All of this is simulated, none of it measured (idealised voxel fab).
The process module presented herein is designated voxel ribs on slabs.
Cross-sectional view cut (width: 200 nm; square cell size: 5 nm).
Notation: cross-section as square-cell grid; stated in bands, top first, going down; one or more cell rows per band.
Within each band entry, the heights of the top and of the bottom of the band appear first, in that order and in nm; the materials of the band then follow from left to right, each with its corresponding width in nm. The designation "all across" on a single material indicates that it fills the band from edge to edge; the designation "blank" indicates empty space.
Height 0 is the level under which the wafer as received is all one material. The lowest band goes on downwards, as in "0 and below".
Width "30->40": first value at the band's top row of cells, second value at its bottom row, equal change from row to row.
No cell of the cross-section changed in a step that is given as "changes: none".
So "Unvented internal voids" is basically the list of trapped voids: any empty space of 8 cells or more that can't reach the top through an opening. They're written width x height at distance, the distance being from the left edge, and it's all nm.
after a step's settings: what the simulator itself notes on the step
overlay nm: mask right of planned place by this much (step with mask). Neg. = left.
Heads up before you read on: it's before/after pairs around one process step each, after side only down to the lowest band that changed, step plus settings under the pair. Pairs can be from different runs of this module, same starting wafer, so only chain a pair onto the one above if its "Before this step" entry says so.
**Before this step**
	0 and below = Si all across
	Unvented internal voids: none
**Post-Process Section**
	20 down to 0 = SiO2 all across
	Note: structure below 0 unchanged.
	Unvented internal voids: none
Formally, the process step situated between the two cross-sections above is DIRECTIONAL_DEP (material SiO2; thk nm 20)
Before this step: as in the pair right above, post-step view.
**Post-Process Section**
	35 down to 20 = polySi all across
	Note: structure below 20 unchanged.
	Unvented internal voids: none
Formally, the process step situated between the two cross-sections above is DIRECTIONAL_DEP (material polySi; thk nm 15)
Before this step: as in the pair right above, post-step view.
**Post-Process Section**
	45 down to 35 = aC all across
	Note: structure below 35 unchanged.
	Unvented internal voids: none
Formally, the process step situated between the two cross-sections above is DIRECTIONAL_DEP (material aC; thk nm 10)
Before this step: as in the pair right above, post-step view.
**Post-Process Section**
	75 down to 45 = 85 blank; 30 resist; 85 blank
	Note: structure below 45 unchanged.
	Unvented internal voids: none
Formally, the process step situated between the two cross-sections above is PATTERN (tone cover; mask id RIB; material resist; width nm 30; thk nm 30; overlay nm 0)
Before this step: as in the pair right above, post-step view.
**Post-Process Section**
	65 down to 45 = 85 blank; 30 resist; 85 blank
	45 down to 35 = 85 blank; 30 aC; 85 blank
	Note: structure below 35 unchanged.
	Unvented internal voids: none
Formally, the process step situated between the two cross-sections above is DIRECTIONAL_ETCH (etch materials aC; depth nm 10)
Before this step: as in the pair right above, post-step view.
**Post-Process Section**
	45 down to 35 = 85 blank; 30 aC; 85 blank
	Note: structure below 35 unchanged.
	Unvented internal voids: none
Formally, the process step situated between the two cross-sections above is STRIP (etch materials resist)
Before this step: as in the pair right above, post-step view.
**Post-Process Section**
	45 down to 35 = 85 blank; 30 aC; 85 blank
	35 down to 25 = 85 blank; 30 polySi; 85 blank
	Note: structure below 25 unchanged.
	Unvented internal voids: none
Formally, the process step situated between the two cross-sections above is DIRECTIONAL_ETCH (etch materials polySi; depth nm 10)
Before this step: as in the pair right above, post-step view.
**Post-Process Section**
	35 down to 25 = 85 blank; 30 polySi; 85 blank
	Note: structure below 25 unchanged.
	Unvented internal voids: none
Formally, the process step situated between the two cross-sections above is STRIP (etch materials aC)
Before this step: as in the pair right above, post-step view.
**Post-Process Section**
	35 down to 25 = 85 blank; 30 polySi; 85 blank
	25 down to 20 = 70 blank; 60 polySi; 70 blank
	Note: structure below 20 unchanged.
	Unvented internal voids: none
Formally, the process step situated between the two cross-sections above is MASKED_ETCH (tone cover; mask id SLAB; width nm 60; etch materials polySi; depth nm 5; overlay nm 0)
Before this step: as in the pair right above, post-step view.
**Post-Process Section**
	55 down to 35 = SiO2 all across
	35 down to 25 = 85 SiO2; 30 polySi; 85 SiO2
	25 down to 20 = 70 SiO2; 60 polySi; 70 SiO2
	Note: structure below 20 unchanged.
	Unvented internal voids: none
Formally, the process step situated between the two cross-sections above is FILL_DEP (material SiO2; thk nm 20)
Before this step: as in the pair right above, post-step view.
**Post-Process Section**
	45 down to 35 = SiO2 all across
	Note: structure below 35 unchanged.
	Unvented internal voids: none
Formally, the process step situated between the two cross-sections above is CMP (height nm 45)
Before this step: as in the pair right above, post-step view.
**Post-Process Section**
	55 down to 45 = TiN all across
	Note: structure below 45 unchanged.
	Unvented internal voids: none
Formally, the process step situated between the two cross-sections above is DIRECTIONAL_DEP (material TiN; thk nm 10)
Before this step: as in the pair right above, post-step view.
**Post-Process Section**
	65 down to 55 = aC all across
	Note: structure below 55 unchanged.
	Unvented internal voids: none
Formally, the process step situated between the two cross-sections above is DIRECTIONAL_DEP (material aC; thk nm 10)
Before this step: as in the pair right above, post-step view.
**Post-Process Section**
	95 down to 65 = 80 blank; 40 resist; 80 blank
	Note: structure below 65 unchanged.
	Unvented internal voids: none
Formally, the process step situated between the two cross-sections above is PATTERN (tone cover; mask id HEATER; material resist; width nm 40; thk nm 30; overlay nm 0)
Before this step: as in the pair right above, post-step view.
**Post-Process Section**
	85 down to 65 = 80 blank; 40 resist; 80 blank
	65 down to 55 = 80 blank; 40 aC; 80 blank
	Note: structure below 55 unchanged.
	Unvented internal voids: none
Formally, the process step situated between the two cross-sections above is DIRECTIONAL_ETCH (etch materials aC; depth nm 10)
Before this step: as in the pair right above, post-step view.
**Post-Process Section**
	65 down to 55 = 80 blank; 40 aC; 80 blank
	Note: structure below 55 unchanged.
	Unvented internal voids: none
Formally, the process step situated between the two cross-sections above is STRIP (etch materials resist)
Before this step: as in the pair right above, post-step view.
**Post-Process Section**
	65 down to 55 = 80 blank; 40 aC; 80 blank
	55 down to 45 = 80 blank; 40 TiN; 80 blank
	Note: structure below 45 unchanged.
	Unvented internal voids: none
Formally, the process step situated between the two cross-sections above is DIRECTIONAL_ETCH (etch materials TiN; depth nm 10)
Before this step: as in the pair right above, post-step view.
**Post-Process Section**
	55 down to 45 = 80 blank; 40 TiN; 80 blank
	Note: structure below 45 unchanged.
	Unvented internal voids: none
Formally, the process step situated between the two cross-sections above is STRIP (etch materials aC)
Before this step: as in the pair right above, post-step view.
**Post-Process Section**
	60 down to 55 = 75 blank; 50 SiO2; 75 blank
	55 down to 50 = 75 blank; 5 SiO2; 40 TiN; 5 SiO2; 75 blank
	50 down to 45 = 80 SiO2; 40 TiN; 80 SiO2
	Note: structure below 45 unchanged.
	Unvented internal voids: none
Formally, the process step situated between the two cross-sections above is CONFORMAL_DEP (material SiO2; thk nm 5)
**Before this step**
	20 down to 0 = SiO2 all across
	0 and below = Si all across
	Unvented internal voids: none
**Post-Process Section**
	40 down to 0 = SiO2 all across
	Note: structure below 0 unchanged.
	Unvented internal voids: none
Formally, the process step situated between the two cross-sections above is DIRECTIONAL_DEP (material SiO2; thk nm 20)
Before this step: as in the pair right above, post-step view.
**Post-Process Section**
	55 down to 40 = polySi all across
	Note: structure below 40 unchanged.
	Unvented internal voids: none
Formally, the process step situated between the two cross-sections above is DIRECTIONAL_DEP (material polySi; thk nm 15)
Before this step: as in the pair right above, post-step view.
**Post-Process Section**
	65 down to 55 = aC all across
	Note: structure below 55 unchanged.
	Unvented internal voids: none
Formally, the process step situated between the two cross-sections above is DIRECTIONAL_DEP (material aC; thk nm 10)
Before this step: as in the pair right above, post-step view.
**Post-Process Section**
	95 down to 65 = 85 blank; 30 resist; 85 blank
	Note: structure below 65 unchanged.
	Unvented internal voids: none
Formally, the process step situated between the two cross-sections above is PATTERN (tone cover; mask id RIB; material resist; width nm 30; thk nm 30; overlay nm 0)
Before this step: as in the pair right above, post-step view.
**Post-Process Section**
	85 down to 65 = 85 blank; 30 resist; 85 blank
	65 down to 55 = 85 blank; 30 aC; 85 blank
	Note: structure below 55 unchanged.
	Unvented internal voids: none
Formally, the process step situated between the two cross-sections above is DIRECTIONAL_ETCH (etch materials aC; depth nm 10)
Before this step: as in the pair right above, post-step view.
**Post-Process Section**
	65 down to 55 = 85 blank; 30 aC; 85 blank
	Note: structure below 55 unchanged.
	Unvented internal voids: none
Formally, the process step situated between the two cross-sections above is STRIP (etch materials resist)
Before this step: as in the pair right above, post-step view.
**Post-Process Section**
	65 down to 55 = 85 blank; 30 aC; 85 blank
	55 down to 45 = 85 blank; 30 polySi; 85 blank
	Note: structure below 45 unchanged.
	Unvented internal voids: none
Formally, the process step situated between the two cross-sections above is DIRECTIONAL_ETCH (etch materials polySi; depth nm 10)
Before this step: as in the pair right above, post-step view.
**Post-Process Section**
	55 down to 45 = 85 blank; 30 polySi; 85 blank
	Note: structure below 45 unchanged.
	Unvented internal voids: none
Formally, the process step situated between the two cross-sections above is STRIP (etch materials aC)
Before this step: as in the pair right above, post-step view.
**Post-Process Section**
	55 down to 45 = 85 blank; 30 polySi; 85 blank
	45 down to 40 = 70 blank; 60 polySi; 70 blank
	Note: structure below 40 unchanged.
	Unvented internal voids: none
Formally, the process step situated between the two cross-sections above is MASKED_ETCH (tone cover; mask id SLAB; width nm 60; etch materials polySi; depth nm 5; overlay nm 0)
Before this step: as in the pair right above, post-step view.
**Post-Process Section**
	75 down to 55 = SiO2 all across
	55 down to 45 = 85 SiO2; 30 polySi; 85 SiO2
	45 down to 40 = 70 SiO2; 60 polySi; 70 SiO2
	Note: structure below 40 unchanged.
	Unvented internal voids: none
Formally, the process step situated between the two cross-sections above is FILL_DEP (material SiO2; thk nm 20)
Before this step: as in the pair right above, post-step view.
**Post-Process Section**
	45 down to 40 = 70 SiO2; 60 polySi; 70 SiO2
	Note: structure below 40 unchanged.
	Unvented internal voids: none
Formally, the process step situated between the two cross-sections above is CMP (height nm 45)
Before this step: as in the pair right above, post-step view.
**Post-Process Section**
	55 down to 45 = TiN all across
	Note: structure below 45 unchanged.
	Unvented internal voids: none
Formally, the process step situated between the two cross-sections above is DIRECTIONAL_DEP (material TiN; thk nm 10)
Before this step: as in the pair right above, post-step view.
**Post-Process Section**
	65 down to 55 = aC all across
	Note: structure below 55 unchanged.
	Unvented internal voids: none
Formally, the process step situated between the two cross-sections above is DIRECTIONAL_DEP (material aC; thk nm 10)
Before this step: as in the pair right above, post-step view.
**Post-Process Section**
	95 down to 65 = 80 blank; 40 resist; 80 blank
	Note: structure below 65 unchanged.
	Unvented internal voids: none
Formally, the process step situated between the two cross-sections above is PATTERN (tone cover; mask id HEATER; material resist; width nm 40; thk nm 30; overlay nm 0)
Before this step: as in the pair right above, post-step view.
**Post-Process Section**
	85 down to 65 = 80 blank; 40 resist; 80 blank
	65 down to 55 = 80 blank; 40 aC; 80 blank
	Note: structure below 55 unchanged.
	Unvented internal voids: none
Formally, the process step situated between the two cross-sections above is DIRECTIONAL_ETCH (etch materials aC; depth nm 10)
Before this step: as in the pair right above, post-step view.
**Post-Process Section**
	65 down to 55 = 80 blank; 40 aC; 80 blank
	Note: structure below 55 unchanged.
	Unvented internal voids: none
Formally, the process step situated between the two cross-sections above is STRIP (etch materials resist)
Before this step: as in the pair right above, post-step view.
**Post-Process Section**
	65 down to 55 = 80 blank; 40 aC; 80 blank
	55 down to 45 = 80 blank; 40 TiN; 80 blank
	Note: structure below 45 unchanged.
	Unvented internal voids: none
Formally, the process step situated between the two cross-sections above is DIRECTIONAL_ETCH (etch materials TiN; depth nm 10)
Before this step: as in the pair right above, post-step view.
**Post-Process Section**
	55 down to 45 = 80 blank; 40 TiN; 80 blank
	Note: structure below 45 unchanged.
	Unvented internal voids: none
Formally, the process step situated between the two cross-sections above is STRIP (etch materials aC)
Before this step: as in the pair right above, post-step view.
**Post-Process Section**
	60 down to 55 = 75 blank; 50 SiO2; 75 blank
	55 down to 50 = 75 blank; 5 SiO2; 40 TiN; 5 SiO2; 75 blank
	50 down to 45 = 80 SiO2; 40 TiN; 80 SiO2
	Note: structure below 45 unchanged.
	Unvented internal voids: none
Formally, the process step situated between the two cross-sections above is CONFORMAL_DEP (material SiO2; thk nm 5)
**Before this step**
	0 and below = Si all across
	Unvented internal voids: none
**Post-Process Section**
	15 down to 0 = polySi all across
	Note: structure below 0 unchanged.
	Unvented internal voids: none
Formally, the process step situated between the two cross-sections above is DIRECTIONAL_DEP (material polySi; thk nm 15)
Before this step: as in the pair right above, post-step view.
**Post-Process Section**
	35 down to 15 = SiO2 all across
	Note: structure below 15 unchanged.
	Unvented internal voids: none
Formally, the process step situated between the two cross-sections above is DIRECTIONAL_DEP (material SiO2; thk nm 20)
Before this step: as in the pair right above, post-step view.
**Post-Process Section**
	45 down to 35 = aC all across
	Note: structure below 35 unchanged.
	Unvented internal voids: none
Formally, the process step situated between the two cross-sections above is DIRECTIONAL_DEP (material aC; thk nm 10)
Before this step: as in the pair right above, post-step view.
**Post-Process Section**
	75 down to 45 = 85 blank; 30 resist; 85 blank
	Note: structure below 45 unchanged.
	Unvented internal voids: none
Formally, the process step situated between the two cross-sections above is PATTERN (tone cover; mask id RIB; material resist; width nm 30; thk nm 30; overlay nm 0)
Before this step: as in the pair right above, post-step view.
**Post-Process Section**
	65 down to 45 = 85 blank; 30 resist; 85 blank
	45 down to 35 = 85 blank; 30 aC; 85 blank
	Note: structure below 35 unchanged.
	Unvented internal voids: none
Formally, the process step situated between the two cross-sections above is DIRECTIONAL_ETCH (etch materials aC; depth nm 10)
Before this step: as in the pair right above, post-step view.
**Post-Process Section**
	45 down to 35 = 85 blank; 30 aC; 85 blank
	Note: structure below 35 unchanged.
	Unvented internal voids: none
Formally, the process step situated between the two cross-sections above is STRIP (etch materials resist)
Before this step: as in the pair right above, post-step view.
**Post-Process Section**
	35 down to 15 = SiO2 all across
	Note: structure below 15 unchanged.
	Unvented internal voids: none
Formally, the process step situated between the two cross-sections above is STRIP (etch materials aC)
Before this step: as in the pair right above, post-step view.
**Post-Process Section**
	55 down to 15 = SiO2 all across
	Note: structure below 15 unchanged.
	Unvented internal voids: none
Formally, the process step situated between the two cross-sections above is FILL_DEP (material SiO2; thk nm 20)
Before this step: as in the pair right above, post-step view.
**Post-Process Section**
	45 down to 15 = SiO2 all across
	Note: structure below 15 unchanged.
	Unvented internal voids: none
Formally, the process step situated between the two cross-sections above is CMP (height nm 45)
Before this step: as in the pair right above, post-step view.
**Post-Process Section**
	55 down to 45 = TiN all across
	Note: structure below 45 unchanged.
	Unvented internal voids: none
Formally, the process step situated between the two cross-sections above is DIRECTIONAL_DEP (material TiN; thk nm 10)
Before this step: as in the pair right above, post-step view.
**Post-Process Section**
	65 down to 55 = aC all across
	Note: structure below 55 unchanged.
	Unvented internal voids: none
Formally, the process step situated between the two cross-sections above is DIRECTIONAL_DEP (material aC; thk nm 10)
Before this step: as in the pair right above, post-step view.
**Post-Process Section**
	95 down to 65 = 80 blank; 40 resist; 80 blank
	Note: structure below 65 unchanged.
	Unvented internal voids: none
Formally, the process step situated between the two cross-sections above is PATTERN (tone cover; mask id HEATER; material resist; width nm 40; thk nm 30; overlay nm 0)
Before this step: as in the pair right above, post-step view.
**Post-Process Section**
	85 down to 65 = 80 blank; 40 resist; 80 blank
	65 down to 55 = 80 blank; 40 aC; 80 blank
	Note: structure below 55 unchanged.
	Unvented internal voids: none
Formally, the process step situated between the two cross-sections above is DIRECTIONAL_ETCH (etch materials aC; depth nm 10)
Before this step: as in the pair right above, post-step view.
**Post-Process Section**
	65 down to 55 = 80 blank; 40 aC; 80 blank
	Note: structure below 55 unchanged.
	Unvented internal voids: none
Formally, the process step situated between the two cross-sections above is STRIP (etch materials resist)
Before this step: as in the pair right above, post-step view.
**Post-Process Section**
	65 down to 55 = 80 blank; 40 aC; 80 blank
	55 down to 45 = 80 blank; 40 TiN; 80 blank
	Note: structure below 45 unchanged.
	Unvented internal voids: none
Formally, the process step situated between the two cross-sections above is DIRECTIONAL_ETCH (etch materials TiN; depth nm 10)
Before this step: as in the pair right above, post-step view.
**Post-Process Section**
	55 down to 45 = 80 blank; 40 TiN; 80 blank
	Note: structure below 45 unchanged.
	Unvented internal voids: none
Formally, the process step situated between the two cross-sections above is STRIP (etch materials aC)
Before this step: as in the pair right above, post-step view.
**Post-Process Section**
	60 down to 55 = 75 blank; 50 SiO2; 75 blank
	55 down to 50 = 75 blank; 5 SiO2; 40 TiN; 5 SiO2; 75 blank
	50 down to 45 = 80 SiO2; 40 TiN; 80 SiO2
	Note: structure below 45 unchanged.
	Unvented internal voids: none
Formally, the process step situated between the two cross-sections above is CONFORMAL_DEP (material SiO2; thk nm 5)
**Before this step**
	55 down to 45 = 80 blank; 40 TiN; 80 blank
	45 down to 35 = SiO2 all across
	35 down to 25 = 85 SiO2; 30 polySi; 85 SiO2
	25 down to 20 = 70 SiO2; 60 polySi; 70 SiO2
	20 down to 0 = SiO2 all across
	0 and below = Si all across
	Unvented internal voids: none
**Post-Process Section**
	70 down to 60 = 65 blank; 70 SiO2; 65 blank
	60 down to 55 = SiO2 all across
	55 down to 45 = 80 SiO2; 40 TiN; 80 SiO2
	Note: structure below 45 unchanged.
	Unvented internal voids: none
Formally, the process step situated between the two cross-sections above is CONFORMAL_DEP (material SiO2; thk nm 15)
**Before this step**
	65 down to 55 = aC all across
	55 down to 45 = TiN all across
	45 down to 35 = SiO2 all across
	35 down to 25 = 85 SiO2; 30 polySi; 85 SiO2
	25 down to 20 = 70 SiO2; 60 polySi; 70 SiO2
	20 down to 0 = SiO2 all across
	0 and below = Si all across
	Unvented internal voids: none
**Post-Process Section**
	95 down to 65 = 85 blank; 30 resist; 85 blank
	Note: structure below 65 unchanged.
	Unvented internal voids: none
Formally, the process step situated between the two cross-sections above is PATTERN (tone cover; mask id HEATER; material resist; width nm 30; thk nm 30; overlay nm 0)
Before this step: as in the pair right above, post-step view.
**Post-Process Section**
	85 down to 65 = 85 blank; 30 resist; 85 blank
	65 down to 55 = 85 blank; 30 aC; 85 blank
	Note: structure below 55 unchanged.
	Unvented internal voids: none
Formally, the process step situated between the two cross-sections above is DIRECTIONAL_ETCH (etch materials aC; depth nm 10)
Before this step: as in the pair right above, post-step view.
**Post-Process Section**
	65 down to 55 = 85 blank; 30 aC; 85 blank
	Note: structure below 55 unchanged.
	Unvented internal voids: none
Formally, the process step situated between the two cross-sections above is STRIP (etch materials resist)
Before this step: as in the pair right above, post-step view.
**Post-Process Section**
	65 down to 55 = 85 blank; 30 aC; 85 blank
	55 down to 45 = 85 blank; 30 TiN; 85 blank
	Note: structure below 45 unchanged.
	Unvented internal voids: none
Formally, the process step situated between the two cross-sections above is DIRECTIONAL_ETCH (etch materials TiN; depth nm 10)
Before this step: as in the pair right above, post-step view.
**Post-Process Section**
	55 down to 45 = 85 blank; 30 TiN; 85 blank
	Note: structure below 45 unchanged.
	Unvented internal voids: none
Formally, the process step situated between the two cross-sections above is STRIP (etch materials aC)
Before this step: as in the pair right above, post-step view.
**Post-Process Section**
	60 down to 55 = 80 blank; 40 SiO2; 80 blank
	55 down to 50 = 80 blank; 5 SiO2; 30 TiN; 5 SiO2; 80 blank
	50 down to 45 = 85 SiO2; 30 TiN; 85 SiO2
	Note: structure below 45 unchanged.
	Unvented internal voids: none
Formally, the process step situated between the two cross-sections above is CONFORMAL_DEP (material SiO2; thk nm 5)
**Before this step**
	45 down to 35 = aC all across
	35 down to 20 = polySi all across
	20 down to 0 = SiO2 all across
	0 and below = Si all across
	Unvented internal voids: none
**Post-Process Section**
	75 down to 45 = 95 blank; 30 resist; 75 blank
	Note: structure below 45 unchanged.
	Unvented internal voids: none
Formally, the process step situated between the two cross-sections above is PATTERN (tone cover; mask id RIB; material resist; width nm 30; thk nm 30; overlay nm 10)
Before this step: as in the pair right above, post-step view.
**Post-Process Section**
	65 down to 45 = 95 blank; 30 resist; 75 blank
	45 down to 35 = 95 blank; 30 aC; 75 blank
	Note: structure below 35 unchanged.
	Unvented internal voids: none
Formally, the process step situated between the two cross-sections above is DIRECTIONAL_ETCH (etch materials aC; depth nm 10)
Before this step: as in the pair right above, post-step view.
**Post-Process Section**
	45 down to 35 = 95 blank; 30 aC; 75 blank
	Note: structure below 35 unchanged.
	Unvented internal voids: none
Formally, the process step situated between the two cross-sections above is STRIP (etch materials resist)
Before this step: as in the pair right above, post-step view.
**Post-Process Section**
	45 down to 35 = 95 blank; 30 aC; 75 blank
	35 down to 25 = 95 blank; 30 polySi; 75 blank
	Note: structure below 25 unchanged.
	Unvented internal voids: none
Formally, the process step situated between the two cross-sections above is DIRECTIONAL_ETCH (etch materials polySi; depth nm 10)
Before this step: as in the pair right above, post-step view.
**Post-Process Section**
	35 down to 25 = 95 blank; 30 polySi; 75 blank
	Note: structure below 25 unchanged.
	Unvented internal voids: none
Formally, the process step situated between the two cross-sections above is STRIP (etch materials aC)
Before this step: as in the pair right above, post-step view.
**Post-Process Section**
	35 down to 25 = 95 blank; 30 polySi; 75 blank
	25 down to 20 = 70 blank; 60 polySi; 70 blank
	Note: structure below 20 unchanged.
	Unvented internal voids: none
Formally, the process step situated between the two cross-sections above is MASKED_ETCH (tone cover; mask id SLAB; width nm 60; etch materials polySi; depth nm 5; overlay nm 0)
Before this step: as in the pair right above, post-step view.
**Post-Process Section**
	55 down to 35 = SiO2 all across
	35 down to 25 = 95 SiO2; 30 polySi; 75 SiO2
	25 down to 20 = 70 SiO2; 60 polySi; 70 SiO2
	Note: structure below 20 unchanged.
	Unvented internal voids: none
Formally, the process step situated between the two cross-sections above is FILL_DEP (material SiO2; thk nm 20)
Before this step: as in the pair right above, post-step view.
**Post-Process Section**
	45 down to 35 = SiO2 all across
	Note: structure below 35 unchanged.
	Unvented internal voids: none
Formally, the process step situated between the two cross-sections above is CMP (height nm 45)
Before this step: as in the pair right above, post-step view.
**Post-Process Section**
	55 down to 45 = TiN all across
	Note: structure below 45 unchanged.
	Unvented internal voids: none
Formally, the process step situated between the two cross-sections above is DIRECTIONAL_DEP (material TiN; thk nm 10)
Before this step: as in the pair right above, post-step view.
**Post-Process Section**
	65 down to 55 = aC all across
	Note: structure below 55 unchanged.
	Unvented internal voids: none
Formally, the process step situated between the two cross-sections above is DIRECTIONAL_DEP (material aC; thk nm 10)
Before this step: as in the pair right above, post-step view.
**Post-Process Section**
	95 down to 65 = 80 blank; 40 resist; 80 blank
	Note: structure below 65 unchanged.
	Unvented internal voids: none
Formally, the process step situated between the two cross-sections above is PATTERN (tone cover; mask id HEATER; material resist; width nm 40; thk nm 30; overlay nm 0)
Before this step: as in the pair right above, post-step view.
**Post-Process Section**
	85 down to 65 = 80 blank; 40 resist; 80 blank
	65 down to 55 = 80 blank; 40 aC; 80 blank
	Note: structure below 55 unchanged.
	Unvented internal voids: none
Formally, the process step situated between the two cross-sections above is DIRECTIONAL_ETCH (etch materials aC; depth nm 10)
Before this step: as in the pair right above, post-step view.
**Post-Process Section**
	65 down to 55 = 80 blank; 40 aC; 80 blank
	Note: structure below 55 unchanged.
	Unvented internal voids: none
Formally, the process step situated between the two cross-sections above is STRIP (etch materials resist)
Before this step: as in the pair right above, post-step view.
**Post-Process Section**
	65 down to 55 = 80 blank; 40 aC; 80 blank
	55 down to 45 = 80 blank; 40 TiN; 80 blank
	Note: structure below 45 unchanged.
	Unvented internal voids: none
Formally, the process step situated between the two cross-sections above is DIRECTIONAL_ETCH (etch materials TiN; depth nm 10)
Before this step: as in the pair right above, post-step view.
**Post-Process Section**
	55 down to 45 = 80 blank; 40 TiN; 80 blank
	Note: structure below 45 unchanged.
	Unvented internal voids: none
Formally, the process step situated between the two cross-sections above is STRIP (etch materials aC)
Before this step: as in the pair right above, post-step view.
**Post-Process Section**
	60 down to 55 = 75 blank; 50 SiO2; 75 blank
	55 down to 50 = 75 blank; 5 SiO2; 40 TiN; 5 SiO2; 75 blank
	50 down to 45 = 80 SiO2; 40 TiN; 80 SiO2
	Note: structure below 45 unchanged.
	Unvented internal voids: none
Formally, the process step situated between the two cross-sections above is CONFORMAL_DEP (material SiO2; thk nm 5)
**Before this step**
	65 down to 55 = 80 blank; 40 aC; 80 blank
	55 down to 45 = 80 blank; 40 TiN; 80 blank
	45 down to 35 = SiO2 all across
	35 down to 25 = 85 SiO2; 30 polySi; 85 SiO2
	25 down to 20 = 70 SiO2; 60 polySi; 70 SiO2
	20 down to 0 = SiO2 all across
	0 and below = Si all across
	Unvented internal voids: none
**Post-Process Section**
	0 and below = Si all across
	Unvented internal voids: none
Formally, the process step situated between the two cross-sections above is STRIP (etch materials SiO2)
Before this step: as in the pair right above, post-step view.
**Post-Process Section**
	5 down to 0 = SiO2 all across
	Note: structure below 0 unchanged.
	Unvented internal voids: none
Formally, the process step situated between the two cross-sections above is CONFORMAL_DEP (material SiO2; thk nm 5)
**Before this step**
	35 down to 25 = 85 blank; 30 polySi; 85 blank
	25 down to 20 = polySi all across
	20 down to 0 = SiO2 all across
	0 and below = Si all across
	Unvented internal voids: none
**Post-Process Section**
	30 down to 25 = 85 blank; 30 polySi; 85 blank
	25 down to 20 = 70 polySi; 15 blank; 30 polySi; 15 blank; 70 polySi
	Note: structure below 20 unchanged.
	Unvented internal voids: none
Formally, the process step situated between the two cross-sections above is MASKED_ETCH (tone open; mask id SLAB; width nm 60; etch materials polySi; depth nm 5; overlay nm 0)
Before this step: as in the pair right above, post-step view.
**Post-Process Section**
	50 down to 30 = SiO2 all across
	30 down to 25 = 85 SiO2; 30 polySi; 85 SiO2
	25 down to 20 = 70 polySi; 15 SiO2; 30 polySi; 15 SiO2; 70 polySi
	Note: structure below 20 unchanged.
	Unvented internal voids: none
Formally, the process step situated between the two cross-sections above is FILL_DEP (material SiO2; thk nm 20)
Before this step: as in the pair right above, post-step view.
**Post-Process Section**
	45 down to 30 = SiO2 all across
	Note: structure below 30 unchanged.
	Unvented internal voids: none
Formally, the process step situated between the two cross-sections above is CMP (height nm 45)
Before this step: as in the pair right above, post-step view.
**Post-Process Section**
	55 down to 45 = TiN all across
	Note: structure below 45 unchanged.
	Unvented internal voids: none
Formally, the process step situated between the two cross-sections above is DIRECTIONAL_DEP (material TiN; thk nm 10)
Before this step: as in the pair right above, post-step view.
**Post-Process Section**
	65 down to 55 = aC all across
	Note: structure below 55 unchanged.
	Unvented internal voids: none
Formally, the process step situated between the two cross-sections above is DIRECTIONAL_DEP (material aC; thk nm 10)
Before this step: as in the pair right above, post-step view.
**Post-Process Section**
	95 down to 65 = 80 blank; 40 resist; 80 blank
	Note: structure below 65 unchanged.
	Unvented internal voids: none
Formally, the process step situated between the two cross-sections above is PATTERN (tone cover; mask id HEATER; material resist; width nm 40; thk nm 30; overlay nm 0)
Before this step: as in the pair right above, post-step view.
**Post-Process Section**
	85 down to 65 = 80 blank; 40 resist; 80 blank
	65 down to 55 = 80 blank; 40 aC; 80 blank
	Note: structure below 55 unchanged.
	Unvented internal voids: none
Formally, the process step situated between the two cross-sections above is DIRECTIONAL_ETCH (etch materials aC; depth nm 10)
Before this step: as in the pair right above, post-step view.
**Post-Process Section**
	65 down to 55 = 80 blank; 40 aC; 80 blank
	Note: structure below 55 unchanged.
	Unvented internal voids: none
Formally, the process step situated between the two cross-sections above is STRIP (etch materials resist)
Before this step: as in the pair right above, post-step view.
**Post-Process Section**
	65 down to 55 = 80 blank; 40 aC; 80 blank
	55 down to 45 = 80 blank; 40 TiN; 80 blank
	Note: structure below 45 unchanged.
	Unvented internal voids: none
Formally, the process step situated between the two cross-sections above is DIRECTIONAL_ETCH (etch materials TiN; depth nm 10)
Before this step: as in the pair right above, post-step view.
**Post-Process Section**
	55 down to 45 = 80 blank; 40 TiN; 80 blank
	Note: structure below 45 unchanged.
	Unvented internal voids: none
Formally, the process step situated between the two cross-sections above is STRIP (etch materials aC)
Before this step: as in the pair right above, post-step view.
**Post-Process Section**
	60 down to 55 = 75 blank; 50 SiO2; 75 blank
	55 down to 50 = 75 blank; 5 SiO2; 40 TiN; 5 SiO2; 75 blank
	50 down to 45 = 80 SiO2; 40 TiN; 80 SiO2
	Note: structure below 45 unchanged.
	Unvented internal voids: none
Formally, the process step situated between the two cross-sections above is CONFORMAL_DEP (material SiO2; thk nm 5)
